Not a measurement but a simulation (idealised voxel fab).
process module | voxel local oxidation
cross-section cut | 295 nm wide | cells 5 nm
A cross-section is a grid of square cells, given in bands from the top down. A band is one or more rows of cells.
Each band's line starts with the height of the band's top and of its bottom, in nm. Then come its materials from left to right, each with its width in nm. One material with "throughout" fills the band from edge to edge. "air" is empty space.
Height 0 is the level under which the wafer as received is all one material. The lowest band goes on downwards, as in "0 down".
A width such as "30 to 40" changes by the same amount from each row of cells to the next, from the band's top row to its bottom row.
"no change" after a step means that no cell of the cross-section changed.
closed voids: empty space of 8 cells or more with no open way to the top, each as width x height at its distance from the left edge, in nm
after a step's settings: what the simulator itself notes on the step
overlay nm, on a step with a mask: how far to the right of its planned place the mask lay; to the left if negative
plan
1 op RECEIVE | material Si
2 op CONFORMAL_DEP | material SiO2 | thk nm 5
3 op CONFORMAL_DEP | material SiN | thk nm 15
4 op PATTERN | tone cover | mask id ACTIVE | material resist | width nm 125 | thk nm 15 | overlay nm 0
5 op DIRECTIONAL_ETCH | etch materials SiN | depth nm 15
6 op STRIP | etch materials resist
7 op SELECTIVE_ETCH | etch materials SiO2 | depth nm 5
8 op OXIDIZE | depth nm 15
9 op STRIP | etch materials SiN
as received, after step 1
  0 down: Si throughout
  closed voids: none
first wafer at the end, as planned
  5 to 0: air 90 | SiO2 115 | air 90
  0 to -15: SiO2 105 | Si 85 | SiO2 105
  -15 down: Si throughout
  closed voids: none
second wafer at the end: like start, like plan, one mistake
  5 to 0: SiO2 80 | air 135 | SiO2 80
  0 to -15: Si 65 | SiO2 165 | Si 65
  -15 down: Si throughout
  closed voids: none
what went wrong: step 4 ran as: op PATTERN | tone open | mask id ACTIVE | material resist | width nm 125 | thk nm 15 | overlay nm 0
at the end the second wafer has, in cells: 27 more of Si | 18 fewer of SiO2
